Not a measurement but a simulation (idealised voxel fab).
Module name: voxel quadruple lines (process module)
Pictured: cross-section cut, 290 nm wide, on a grid of 5 nm square cells.
Just so we're on the same page, the cross-sections are grids of square cells, and they're listed out in bands top to bottom, each band one or more rows deep.
Band: top height; bottom height; in nm. Then, left to right: material with width in nm, for each material. "all across": a single material spanning edge to edge. "empty": empty space.
Zero point of the height axis is 0; under it, received wafer = one material. Lowest band: continues down indefinitely, "0 down".
Top row gets the first number, bottom row gets the second, and each row in between changes by the same step: that is how a band width like "30..40" works.
"all unchanged" means the step left every cell of the cross-section as it was.
Entry "Tabulated closed voids" = empty spaces >= 8 cells with no open way to the top; each as width x height at distance, distance from left edge, all nm.
If you see something after the settings on a step's line, that's the simulator's own remark about that step.
overlay nm: on a step with a mask, how far right of its planned place the mask lay; negative means left.

-- These are the steps we planned for the process
| 1 | RECEIVE with material Si |
| 2 | CONFORMAL_DEP with material Al2O3, thk nm 10 |
| 3 | DIRECTIONAL_DEP with material Ru, thk nm 15 |
| 4 | DIRECTIONAL_DEP with material polySi, thk nm 20 |
| 5 | DIRECTIONAL_DEP with material aC, thk nm 20 |
| 6 | PATTERN with tone cover, mask id MANDREL, material resist, width nm 25, thk nm 30, overlay nm 0 |
| 7 | DIRECTIONAL_ETCH with etch materials aC, depth nm 20 |
| 8 | STRIP with etch materials resist |
| 9 | CONFORMAL_DEP with material SiO2, thk nm 15 |
| 10 | DIRECTIONAL_ETCH with etch materials SiO2, depth nm 15 |
| 11 | STRIP with etch materials aC |
| 12 | DIRECTIONAL_ETCH with etch materials polySi, depth nm 20 |
| 13 | STRIP with etch materials SiO2 |
| 14 | CONFORMAL_DEP with material SiN, thk nm 5 |
| 15 | DIRECTIONAL_ETCH with etch materials SiN, depth nm 5 |
| 16 | STRIP with etch materials polySi |
| 17 | DIRECTIONAL_ETCH with etch materials Ru, depth nm 15 |
| 18 | STRIP with etch materials SiN |
| 19 | FILL_DEP with material lowk, thk nm 5 |
| 20 | CMP with height nm 25 |

-- Received-state cross-section, reflecting completion of step 1
	0 down: Si all across
	Tabulated closed voids: none

-- Cross-section, first of two wafers, end of module, run as planned
	25 to 10: lowk=110 / Ru=5 / lowk=15 / Ru=5 / lowk=15 / Ru=5 / lowk=15 / Ru=5 / lowk=115
	10 to 0: Al2O3 all across
	0 down: Si all across
	Tabulated closed voids: none

-- Presented here is a cross-section of the second of the two wafers as it stood at the end of the module. It was started in the same manner and assigned the same plan as the first wafer; however, one mistake was made in its execution
	25 to 10: lowk=110 / Ru=5 / lowk=15 / Ru=5 / lowk=20 / Ru=5 / lowk=15 / Ru=5 / lowk=110
	10 to 0: Al2O3 all across
	0 down: Si all across
	Tabulated closed voids: none
Plan not followed: step 6 did not happen as planned, as run it was PATTERN with tone cover, mask id MANDREL, material resist, width nm 30, thk nm 30, overlay nm 0
Comparing end states, the material composition by cell count is preserved from the first wafer to the second, while the locations of the cells are not.
